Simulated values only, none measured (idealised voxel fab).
This is a process module. Its name is voxel gate over fins.
Section shown: cut. Width: 300 nm. Cell size: 5 nm, square.
Cross-section layout: square cells on a grid; listed as bands, top to bottom; a band spans one or more cell rows.
It is stipulated that each band's entry specify, in nanometres, the height of the top of the band and then that of its bottom, followed by the materials of the band in left-to-right sequence, each together with its width in nanometres. A single material marked by the word "all across" is understood to fill the band from edge to edge; the word "blank" is understood to denote empty space.
Basically, 0 is our baseline, since under it the wafer straight out of the box is all one material. The bottom band has no lower end and keeps on going down, so it looks like "0 and below".
Per-row width for "30..40": begins at first number (top row of band), ends at second number (bottom row), increment between rows held constant.
You'll sometimes find "nothing different" written for a step, and that's the way of saying that nowhere in the cross-section did a cell change during that step.
In the "Closed void list" entry, you get each enclosed empty space of 8 cells or more, one with no open way to the top, written width x height at distance, distance from the left edge, in nm.
The remark found on a step's line after its settings is issued by the simulator itself and pertains to that step.
The optional step-line setting "overlay nm" applies to steps with a mask and quantifies how far to the right of its planned location the mask lay, a negative value indicating leftward placement.
Process steps foreseen in the plan:
1) op RECEIVE | material Si
2) op CONFORMAL_DEP | material SiN | thk nm 5
3) op DIRECTIONAL_DEP | material aC | thk nm 10
4) op PATTERN | tone cover | mask id FINS | material resist | width nm 15 | pitch nm 40 | thk nm 30 | overlay nm 0
5) op DIRECTIONAL_ETCH | etch materials aC | depth nm 10
6) op STRIP | etch materials resist
7) op DIRECTIONAL_ETCH | etch materials SiN | depth nm 5
8) op DIRECTIONAL_ETCH | etch materials Si | depth nm 30
9) op STRIP | etch materials aC
10) op OXIDIZE | depth nm 5
11) op FILL_DEP | material SiO2 | thk nm 10
12) op CMP | height nm 5
13) op SELECTIVE_ETCH | etch materials SiO2 | depth nm 20
14) op STRIP | etch materials SiN
15) op CONFORMAL_DEP | material HfO2 | thk nm 5
16) op CONFORMAL_DEP | material TiN | thk nm 5
17) op CONFORMAL_DEP | material TiAl | thk nm 5
18) op CONFORMAL_DEP | material TiN | thk nm 5
19) op FILL_DEP | material W | thk nm 15
20) op CMP | height nm 30
21) op CONFORMAL_DEP | material SiCN | thk nm 5
Cross-section of the incoming wafer, state after step 1:
	0 and below = Si all across
	Closed void list: none
a wafer at the end: this start, this plan, one mistake:
	35 down to 30 = SiCN all across
	30 down to 20 = W all across
	20 down to 15 = W 95 nm  TiN 125 nm  W 80 nm
	15 down to 10 = W 95 nm  TiN 5 nm  TiAl 35 nm  TiN 5 nm  TiAl 35 nm  TiN 5 nm  TiAl 35 nm  TiN 5 nm  W 80 nm
	10 down to 5 = W 95 nm  TiN 5 nm  TiAl 5 nm  TiN 25 nm  TiAl 5 nm  TiN 5 nm  TiAl 5 nm  TiN 25 nm  TiAl 5 nm  TiN 5 nm  TiAl 5 nm  TiN 25 nm  TiAl 5 nm  TiN 5 nm  W 80 nm
	5 down to 0 = TiN 100 nm  TiAl 5 nm  TiN 5 nm  HfO2 15 nm  TiN 5 nm  TiAl 5 nm  TiN 5 nm  TiAl 5 nm  TiN 5 nm  HfO2 15 nm  TiN 5 nm  TiAl 5 nm  TiN 5 nm  TiAl 5 nm  TiN 5 nm  HfO2 15 nm  TiN 5 nm  TiAl 5 nm  TiN 85 nm
	0 down to -5 = TiAl 105 nm  TiN 5 nm  HfO2 5 nm  Si 5 nm  HfO2 5 nm  TiN 5 nm  TiAl 15 nm  TiN 5 nm  HfO2 5 nm  Si 5 nm  HfO2 5 nm  TiN 5 nm  TiAl 15 nm  TiN 5 nm  HfO2 5 nm  Si 5 nm  HfO2 5 nm  TiN 5 nm  TiAl 90 nm
	-5 down to -10 = TiN 110 nm  HfO2 5 nm  Si 5 nm  HfO2 5 nm  TiN 25 nm  HfO2 5 nm  Si 5 nm  HfO2 5 nm  TiN 25 nm  HfO2 5 nm  Si 5 nm  HfO2 5 nm  TiN 95 nm
	-10 down to -15 = HfO2 115 nm  Si 5 nm  HfO2 35 nm  Si 5 nm  HfO2 35 nm  Si 5 nm  HfO2 100 nm
	-15 down to -35 = SiO2 115 nm  Si 5 nm  SiO2 35 nm  Si 5 nm  SiO2 35 nm  Si 5 nm  SiO2 100 nm
	-35 and below = Si all across
	Closed void list: none
What was the processing mistake? in deviation from the planned setting, step 4 was conducted as op PATTERN | tone cover | mask id FINS | material resist | width nm 15 | pitch nm 40 | thk nm 30 | overlay nm 10
